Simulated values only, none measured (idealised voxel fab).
The process module presented herein is designated voxel ribs on slabs.
Cross-sectional view cut (width: 190 nm; square cell size: 5 nm).
In this document a cross-section is written as a grid of square cells. It is given as a series of bands, listed from the top down, and a band is one or more rows of cells.
Basically the band line says how high the top is and how high the bottom is, in nm, and then what's in it from left to right, every material with its width in nm. Empty space shows up as "blank", and if a single material carries "edge to edge" it runs the full band edge to edge.
Zero point of the height axis is 0; under it, received wafer = one material. Lowest band: continues down indefinitely, "top 0, no bottom".
Per-row width for "30..40": begins at first number (top row of band), ends at second number (bottom row), increment between rows held constant.
Step note "remained the same" = no cross-section cell changed.
"Voids, sealed" means: voids of 8 cells or more that are shut off from the top with no open way through. Written width x height at distance, distance from the left edge, in nm.
On a step's line, text after the settings is the simulator commenting on that step.
A step's line can hold "overlay nm"; with a mask on that step, the setting says how far right of the planned place the mask lay, while a negative setting says it lay to the left.

Process steps foreseen in the plan:
- 1: RECEIVE with material Si
- 2: DIRECTIONAL_DEP with material SiO2, thk nm 20
- 3: DIRECTIONAL_DEP with material polySi, thk nm 15
- 4: MASKED_ETCH with tone cover, mask id RIB, width nm 30, etch materials polySi, depth nm 5, overlay nm 0
- 5: DIRECTIONAL_DEP with material aC, thk nm 15
- 6: PATTERN with tone cover, mask id SLAB, material resist, width nm 70, thk nm 30, overlay nm 0
- 7: DIRECTIONAL_ETCH with etch materials aC, depth nm 15
- 8: STRIP with etch materials resist
- 9: DIRECTIONAL_ETCH with etch materials polySi, depth nm 10
- 10: STRIP with etch materials aC
- 11: FILL_DEP with material SiO2, thk nm 30
- 12: CMP with height nm 55
- 13: DIRECTIONAL_DEP with material W, thk nm 10
- 14: PATTERN with tone cover, mask id HEATER, material resist, width nm 40, thk nm 20, overlay nm 0
- 15: DIRECTIONAL_ETCH with etch materials W, depth nm 10
- 16: STRIP with etch materials resist
- 17: CONFORMAL_DEP with material SiN, thk nm 5

Cross-section of the wafer upon arrival, representing the state reached after step 1:
> top 0, no bottom = Si edge to edge
> Voids, sealed: none

The first of the two wafers as seen in cross-section once the module was finished; processing followed the plan:
> top 70, bottom 65 = 70 blank | 50 SiN | 70 blank
> top 65, bottom 60 = 70 blank | 5 SiN | 40 W | 5 SiN | 70 blank
> top 60, bottom 55 = 75 SiN | 40 W | 75 SiN
> top 55, bottom 35 = SiO2 edge to edge
> top 35, bottom 30 = 80 SiO2 | 30 polySi | 80 SiO2
> top 30, bottom 20 = 60 SiO2 | 70 polySi | 60 SiO2
> top 20, bottom 0 = SiO2 edge to edge
> top 0, no bottom = Si edge to edge
> Voids, sealed: none

Second of two wafers, module complete, sectioned: it shares the first wafer's start and plan but was run with one mistake:
> top 70, bottom 65 = 80 SiN | 30 blank | 80 SiN
> top 65, bottom 60 = 75 W | 5 SiN | 30 blank | 5 SiN | 75 W
> top 60, bottom 55 = 75 W | 40 SiN | 75 W
> top 55, bottom 35 = SiO2 edge to edge
> top 35, bottom 30 = 80 SiO2 | 30 polySi | 80 SiO2
> top 30, bottom 20 = 60 SiO2 | 70 polySi | 60 SiO2
> top 20, bottom 0 = SiO2 edge to edge
> top 0, no bottom = Si edge to edge
> Voids, sealed: none
Misprocessing identified: it should be noted that step 14 was executed with settings other than those planned, the operation and settings actually applied being PATTERN with tone open, mask id HEATER, material resist, width nm 40, thk nm 20, overlay nm 0
End check, counted in cells, second wafer has more or fewer of these materials than the first: W +44
